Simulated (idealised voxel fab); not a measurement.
process module | voxel transistor to metal
Section shown: cut. Width: 295 nm. Cell size: 5 nm, square.
Each cross-section below is a grid of square cells, stated as bands in top-down order, with one or more rows of cells making up each band.
Each band's line starts with the height of the band's top and of its bottom, in nm. Then come its materials from left to right, each with its width in nm. One material with "everywhere" fills the band from edge to edge. "empty" is empty space.
The level at which height equals 0 is the one under which the wafer, as it arrives, is entirely one material. No lower edge exists for the bottom band, which continues downward and is notated as in "0 down".
The width entry "30->40" should be interpreted row by row: the top row of cells in the band takes the first number, the bottom row takes the second number, and the change between adjacent rows is uniform throughout.
Take "all unchanged" at face value: in the step it is given for, the cross-section changed in none of its cells.
"Listed closed voids" lists enclosed empty spaces (at least 8 cells, no open path upward to the top), each as width x height at distance from the left edge, in nm.
On a step's line, text after the settings is the simulator commenting on that step.
"overlay nm", when on a step's line for a step with a mask, measures how far to the right of its planned place the mask lay; a negative measure means to the left.
**Here's what the planned process steps look like**
1: RECEIVE, material Si
2: OXIDIZE, depth nm 5
3: CONFORMAL_DEP, material SiN, thk nm 15
4: MASKED_ETCH, tone cover, mask id ACTIVE, width nm 115, pitch nm 135, etch materials SiN, depth nm 15, overlay nm 0
5: MASKED_ETCH, tone cover, mask id ACTIVE, width nm 115, pitch nm 135, etch materials SiO2, depth nm 5, overlay nm 0
6: MASKED_ETCH, tone cover, mask id ACTIVE, width nm 115, pitch nm 135, etch materials Si, depth nm 35, overlay nm 0
7: FILL_DEP, material SiO2, thk nm 15
8: CMP, height nm 15
9: SELECTIVE_ETCH, etch materials SiO2, depth nm 5
10: STRIP, etch materials SiN
11: SELECTIVE_ETCH, etch materials SiO2, depth nm 5
12: OXIDIZE, depth nm 5
13: DIRECTIONAL_DEP, material polySi, thk nm 20
14: DIRECTIONAL_DEP, material SiCN, thk nm 15
15: DIRECTIONAL_DEP, material aC, thk nm 15
16: PATTERN, tone cover, mask id GATE, material resist, width nm 15, pitch nm 135, thk nm 35, overlay nm 0
17: DIRECTIONAL_ETCH, etch materials aC, depth nm 15
18: STRIP, etch materials resist
19: DIRECTIONAL_ETCH, etch materials SiCN, depth nm 25
20: DIRECTIONAL_ETCH, etch materials polySi, depth nm 30
21: STRIP, etch materials aC
22: CONFORMAL_DEP, material SiN, thk nm 5
23: DIRECTIONAL_ETCH, etch materials SiN, depth nm 5
24: DIRECTIONAL_ETCH, etch materials SiO2, depth nm 5
25: DIRECTIONAL_ETCH, etch materials Si, depth nm 5
26: EPI, material pSi, thk nm 10
27: FILL_DEP, material SiO2, thk nm 10
28: CMP, height nm 30
29: DIRECTIONAL_DEP, material SiO2, thk nm 15
30: MASKED_ETCH, tone open, mask id CONTACT, width nm 20, etch materials SiO2, depth nm 50, overlay nm 0
31: CONFORMAL_DEP, material TiN, thk nm 5
32: FILL_DEP, material W, thk nm 10
33: CMP, height nm 45
34: DIRECTIONAL_DEP, material TiN, thk nm 5
35: DIRECTIONAL_DEP, material Ru, thk nm 20
36: DIRECTIONAL_DEP, material aC, thk nm 15
37: PATTERN, tone cover, mask id METAL_1, material resist, width nm 20, thk nm 30, overlay nm 0
38: DIRECTIONAL_ETCH, etch materials aC, depth nm 15
39: STRIP, etch materials resist
40: DIRECTIONAL_ETCH, etch materials Ru, depth nm 20
41: DIRECTIONAL_ETCH, etch materials TiN, depth nm 5
42: STRIP, etch materials aC
43: CONFORMAL_DEP, material SiCN, thk nm 5
44: FILL_DEP, material SiO2, thk nm 10
45: CMP, height nm 70
46: CONFORMAL_DEP, material SiN, thk nm 5
**Cross-sectional view of the wafer in its as-received condition, corresponding to the state after step 1**
0 down | Si everywhere
Listed closed voids: none
**End state of the module in cross-section, given the above starting point and plan and one mistake in execution**
85 to 80 | SiN everywhere
80 to 75 | SiO2 everywhere
75 to 70 | 25 nm SiO2, 30 nm SiCN, 45 nm SiO2, 30 nm SiCN, 30 nm SiO2, 30 nm SiCN, 45 nm SiO2, 30 nm SiCN, 30 nm SiO2
70 to 50 | 25 nm SiO2, 5 nm SiCN, 20 nm Ru, 5 nm SiCN, 45 nm SiO2, 5 nm SiCN, 20 nm Ru, 5 nm SiCN, 30 nm SiO2, 5 nm SiCN, 20 nm Ru, 5 nm SiCN, 45 nm SiO2, 5 nm SiCN, 20 nm Ru, 5 nm SiCN, 30 nm SiO2
50 to 45 | 30 nm SiCN, 20 nm TiN, 55 nm SiCN, 20 nm TiN, 40 nm SiCN, 20 nm TiN, 55 nm SiCN, 20 nm TiN, 35 nm SiCN
45 to 30 | 30 nm SiO2, 5 nm TiN, 10 nm W, 5 nm TiN, 55 nm SiO2, 5 nm TiN, 10 nm W, 5 nm TiN, 40 nm SiO2, 5 nm TiN, 10 nm W, 5 nm TiN, 55 nm SiO2, 5 nm TiN, 10 nm W, 5 nm TiN, 35 nm SiO2
30 to 15 | 30 nm SiO2, 5 nm TiN, 10 nm W, 5 nm TiN, 15 nm SiO2, 5 nm SiN, 15 nm SiCN, 5 nm SiN, 15 nm SiO2, 5 nm TiN, 10 nm W, 5 nm TiN, 40 nm SiO2, 5 nm TiN, 10 nm W, 5 nm TiN, 15 nm SiO2, 5 nm SiN, 15 nm SiCN, 5 nm SiN, 15 nm SiO2, 5 nm TiN, 10 nm W, 5 nm TiN, 35 nm SiO2
15 to 5 | 30 nm SiO2, 5 nm TiN, 10 nm W, 5 nm TiN, 15 nm SiO2, 5 nm SiN, 15 nm polySi, 5 nm SiN, 15 nm SiO2, 5 nm TiN, 10 nm W, 5 nm TiN, 40 nm SiO2, 5 nm TiN, 10 nm W, 5 nm TiN, 15 nm SiO2, 5 nm SiN, 15 nm polySi, 5 nm SiN, 15 nm SiO2, 5 nm TiN, 10 nm W, 5 nm TiN, 35 nm SiO2
5 to 0 | 15 nm SiO2, 5 nm SiN, 10 nm SiO2, 5 nm TiN, 10 nm W, 5 nm TiN, 15 nm SiO2, 5 nm SiN, 15 nm polySi, 5 nm SiN, 15 nm SiO2, 5 nm TiN, 10 nm W, 5 nm TiN, 10 nm SiO2, 5 nm SiN, 10 nm SiO2, 5 nm SiN, 10 nm SiO2, 5 nm TiN, 10 nm W, 5 nm TiN, 15 nm SiO2, 5 nm SiN, 15 nm polySi, 5 nm SiN, 15 nm SiO2, 5 nm TiN, 10 nm W, 5 nm TiN, 10 nm SiO2, 5 nm SiN, 20 nm SiO2
0 to -5 | 15 nm SiO2, 5 nm SiN, 10 nm SiO2, 20 nm TiN, 5 nm SiO2, 10 nm pSi, 5 nm SiN, 15 nm polySi, 5 nm SiN, 10 nm pSi, 5 nm SiO2, 20 nm TiN, 10 nm SiO2, 5 nm SiN, 10 nm SiO2, 5 nm SiN, 10 nm SiO2, 20 nm TiN, 5 nm SiO2, 10 nm pSi, 5 nm SiN, 15 nm polySi, 5 nm SiN, 10 nm pSi, 5 nm SiO2, 20 nm TiN, 10 nm SiO2, 5 nm SiN, 20 nm SiO2
-5 to -10 | 20 nm SiO2, 45 nm pSi, 25 nm SiO2, 45 nm pSi, 20 nm SiO2, 45 nm pSi, 25 nm SiO2, 45 nm pSi, 25 nm SiO2
-10 to -15 | 20 nm SiO2, 45 nm pSi, 25 nm Si, 45 nm pSi, 20 nm SiO2, 45 nm pSi, 25 nm Si, 45 nm pSi, 25 nm SiO2
-15 to -40 | 20 nm SiO2, 115 nm Si, 20 nm SiO2, 115 nm Si, 25 nm SiO2
-40 down | Si everywhere
Listed closed voids: none
Want to know what went wrong? step 45, actual vs plan mismatch, actual run CMP, height nm 80
